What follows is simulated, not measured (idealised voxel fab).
Name of the process module below: voxel ribs on slabs
Xsec cut, 300 nm wide, square cell size 5 nm.
We lay out every cross-section as a grid of square cells and spell it out in bands from the top down, where one band means one or more rows of cells.
Look at the band entry: it leads with the top's height and the bottom's height in nm. Then it lists the materials left to right, with a width in nm for each. The word "full width" on a single material says that material fills the band edge to edge. The word "air" is empty space.
Where do heights start? At 0: under that level the wafer as delivered is made of one material only. And the lowest band has no floor; it just carries on downward, as in "0 and below".
The two numbers in a width such as "30->40" mark its ends across the band: the first belongs to the top row of cells, the second to the bottom row, and from each row to the next the width moves by the same amount.
"remains unaltered" means the step left every cell of the cross-section as it was.
Any empty space of 8 cells or more lacking an open way to the top shows up in "Trapped cavities" as width x height at distance, distance from the left edge, in nm.
Whatever follows a step's settings on its line is a remark the simulator itself makes about that step.
When a step includes a mask, the "overlay nm" setting on its line states how far to the right of its planned place that mask lay, and negative values state how far to the left.

Steps in the process plan
1: op RECEIVE | material Si
2: op DIRECTIONAL_DEP | material SiO2 | thk nm 25
3: op DIRECTIONAL_DEP | material SiN | thk nm 15
4: op PATTERN | tone cover | mask id RIB | material resist | width nm 25 | thk nm 20 | overlay nm 0
5: op DIRECTIONAL_ETCH | etch materials SiN | depth nm 5
6: op STRIP | etch materials resist
7: op PATTERN | tone cover | mask id SLAB | material resist | width nm 85 | thk nm 15 | overlay nm 0
8: op DIRECTIONAL_ETCH | etch materials SiN | depth nm 10
9: op STRIP | etch materials resist
10: op FILL_DEP | material SiO2 | thk nm 25
11: op CMP | height nm 60
12: op DIRECTIONAL_DEP | material W | thk nm 5
13: op PATTERN | tone cover | mask id HEATER | material resist | width nm 35 | thk nm 15 | overlay nm 0
14: op DIRECTIONAL_ETCH | etch materials W | depth nm 5
15: op STRIP | etch materials resist
16: op CONFORMAL_DEP | material SiO2 | thk nm 5

This is the cross-section of the wafer as we received it, i.e. after step 1
> 0 and below: Si full width
> Trapped cavities: none

As-planned run: cross-section of the first of two wafers at end of module
> 70 down to 65: 125 nm air, then 45 nm SiO2, then 130 nm air
> 65 down to 60: 130 nm SiO2, then 35 nm W, then 135 nm SiO2
> 60 down to 40: SiO2 full width
> 40 down to 35: 135 nm SiO2, then 25 nm SiN, then 140 nm SiO2
> 35 down to 25: 105 nm SiO2, then 85 nm SiN, then 110 nm SiO2
> 25 down to 0: SiO2 full width
> 0 and below: Si full width
> Trapped cavities: none

Second wafer cross-section at end of module - shared start and plan with the first, one mistake in the run
> 70 down to 65: 120 nm air, then 45 nm SiO2, then 135 nm air
> 65 down to 60: 125 nm SiO2, then 35 nm W, then 140 nm SiO2
> 60 down to 40: SiO2 full width
> 40 down to 35: 135 nm SiO2, then 25 nm SiN, then 140 nm SiO2
> 35 down to 25: 105 nm SiO2, then 85 nm SiN, then 110 nm SiO2
> 25 down to 0: SiO2 full width
> 0 and below: Si full width
> Trapped cavities: none
In executing the process, a mistake was made relative to the plan: step 13 ran differently from the plan; actual operation with settings: op PATTERN | tone cover | mask id HEATER | material resist | width nm 35 | thk nm 15 | overlay nm -5
At the close, every material occupies the same number of cells on the second wafer as on the first, only in different positions.
